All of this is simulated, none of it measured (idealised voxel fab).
Process module in this document: voxel wiring stack
Cross-sectional view cut (width: 285 nm; square cell size: 5 nm).
Cross-section format: a grid of square cells, given as bands from top to bottom; each band is one or more rows of cells.
Per band: top height and bottom height in nm, followed by the left-to-right materials and their widths in nm; "all across" marks a single material spanning edge to edge, "blank" marks empty space.
Counting heights begins at 0, where everything beneath is, in the wafer as received, one material. The lowest band has no bottom; it goes on downwards, as "0..down" shows.
The width entry "30->40" should be interpreted row by row: the top row of cells in the band takes the first number, the bottom row takes the second number, and the change between adjacent rows is uniform throughout.
A step reported as "no modification" is a step in which no cell of the cross-section changed.
Entrapped void list: empty space of 8 cells or more with no open way to the top, each as width x height at its distance from the left edge, in nm
It should be noted that, on the line of a given step, the content following the step's settings is a remark produced by the simulator itself with respect to that step.
The "overlay nm" setting may appear on a step's line; for a step that uses a mask, it gives how far to the right of its planned position the mask lay, and a negative value indicates the left.

Planned step list for the process
1,op RECEIVE | material Si
2,op CONFORMAL_DEP | material SiO2 | thk nm 15
3,op CONFORMAL_DEP | material SiN | thk nm 5
4,op DIRECTIONAL_DEP | material SiO2 | thk nm 20
5,op PATTERN | tone open | mask id METAL_1 | material resist | width nm 20 | pitch nm 45 | thk nm 20 | overlay nm 0
6,op DIRECTIONAL_ETCH | etch materials SiO2 | depth nm 20
7,op DIRECTIONAL_ETCH | etch materials SiN | depth nm 5
8,op STRIP | etch materials resist
9,op CONFORMAL_DEP | material TiN | thk nm 5
10,op FILL_DEP | material Cu | thk nm 10
11,op CMP | height nm 40
12,op CONFORMAL_DEP | material SiCN | thk nm 5
13,op DIRECTIONAL_DEP | material lowk | thk nm 15
14,op DIRECTIONAL_DEP | material aC | thk nm 10
15,op PATTERN | tone open | mask id PLUG_1 | material resist | width nm 15 | pitch nm 90 | thk nm 30 | overlay nm 0
16,op DIRECTIONAL_ETCH | etch materials aC | depth nm 10
17,op STRIP | etch materials resist
18,op DIRECTIONAL_ETCH | etch materials lowk | depth nm 15
19,op DIRECTIONAL_ETCH | etch materials SiCN | depth nm 5
20,op STRIP | etch materials aC
21,op CONFORMAL_DEP | material TiN | thk nm 5
22,op FILL_DEP | material Ru | thk nm 5
23,op CMP | height nm 60
24,op CONFORMAL_DEP | material SiCN | thk nm 5
25,op DIRECTIONAL_DEP | material lowk | thk nm 15
26,op MASKED_ETCH | tone open | mask id METAL_2 | width nm 15 | pitch nm 45 | etch materials lowk | depth nm 15 | overlay nm 0
27,op MASKED_ETCH | tone open | mask id METAL_2 | width nm 20 | pitch nm 45 | etch materials SiCN | depth nm 5 | overlay nm 0
28,op CONFORMAL_DEP | material TiN | thk nm 5
29,op FILL_DEP | material Cu | thk nm 5
30,op CMP | height nm 80
31,op EPI | material Ru | thk nm 5
32,op FILL_DEP | material SiCN | thk nm 5
The value of width nm given for step 26 in the plan refers to the first wafer; the wafers vary in this setting and are alike at the start.

Cross-section: the first of several wafers in its as-received state, i.e. following step 1
0..down  Si all across
Entrapped void list: none

The figure below presents a cross-section of the first of several wafers at the conclusion of the module, following its last step, step 32
90..85  SiCN all across
85..80  SiCN 85 / Ru 25 / SiCN 20 / Ru 25 / SiCN 20 / Ru 25 / SiCN 85
80..65  lowk 90 / TiN 5 / Cu 5 / TiN 5 / lowk 30 / TiN 5 / Cu 5 / TiN 5 / lowk 30 / TiN 5 / Cu 5 / TiN 5 / lowk 90
65..60  SiCN 90 / TiN 15 / SiCN 30 / TiN 15 / SiCN 30 / TiN 15 / SiCN 90
60..45  lowk 85 / TiN 5 / Ru 5 / TiN 5 / lowk 75 / TiN 5 / Ru 5 / TiN 5 / lowk 95
45..40  SiCN 85 / TiN 15 / SiCN 75 / TiN 15 / SiCN 95
40..20  SiO2 85 / TiN 5 / Cu 10 / TiN 5 / SiO2 25 / TiN 5 / Cu 10 / TiN 5 / SiO2 25 / TiN 5 / Cu 10 / TiN 5 / SiO2 90
20..15  SiN 85 / TiN 20 / SiN 25 / TiN 20 / SiN 25 / TiN 20 / SiN 90
15..0  SiO2 all across
0..down  Si all across
Entrapped void list: none

Last wafer x-sec, end of module
90..85  SiCN all across
85..80  SiCN 75 / Ru 40 / SiCN 5 / Ru 40 / SiCN 5 / Ru 40 / SiCN 80
80..70  lowk 80 / TiN 5 / Cu 20 / TiN 5 / lowk 15 / TiN 5 / Cu 20 / TiN 5 / lowk 15 / TiN 5 / Cu 20 / TiN 5 / lowk 85
70..65  lowk 80 / TiN 10 / Cu 10 / TiN 10 / lowk 15 / TiN 10 / Cu 10 / TiN 10 / lowk 15 / TiN 10 / Cu 10 / TiN 10 / lowk 85
65..60  SiCN 85 / TiN 20 / SiCN 25 / TiN 20 / SiCN 25 / TiN 20 / SiCN 90
60..45  lowk 85 / TiN 5 / Ru 5 / TiN 5 / lowk 75 / TiN 5 / Ru 5 / TiN 5 / lowk 95
45..40  SiCN 85 / TiN 15 / SiCN 75 / TiN 15 / SiCN 95
40..20  SiO2 85 / TiN 5 / Cu 10 / TiN 5 / SiO2 25 / TiN 5 / Cu 10 / TiN 5 / SiO2 25 / TiN 5 / Cu 10 / TiN 5 / SiO2 90
20..15  SiN 85 / TiN 20 / SiN 25 / TiN 20 / SiN 25 / TiN 20 / SiN 90
15..0  SiO2 all across
0..down  Si all across
Entrapped void list: none

The table below has one row for each wafer; a row shows, as of the end of the module, how many cells of each material the wafer has gained, marked (+), or lost, marked (-), since it was received, and then the wafer's closed voids
width nm 15, +33 Cu, +21 Ru, +198 SiCN, +45 SiN, +351 SiO2, +81 TiN, +297 lowk, Entrapped void list: none
width nm 20, +42 Cu, +24 Ru, +192 SiCN, +45 SiN, +351 SiO2, +84 TiN, +288 lowk, Entrapped void list: none
width nm 25, +48 Cu, +27 Ru, +189 SiCN, +45 SiN, +351 SiO2, +87 TiN, +279 lowk, Entrapped void list: none
width nm 30, +54 Cu, +30 Ru, +186 SiCN, +45 SiN, +351 SiO2, +90 TiN, +270 lowk, Entrapped void list: none
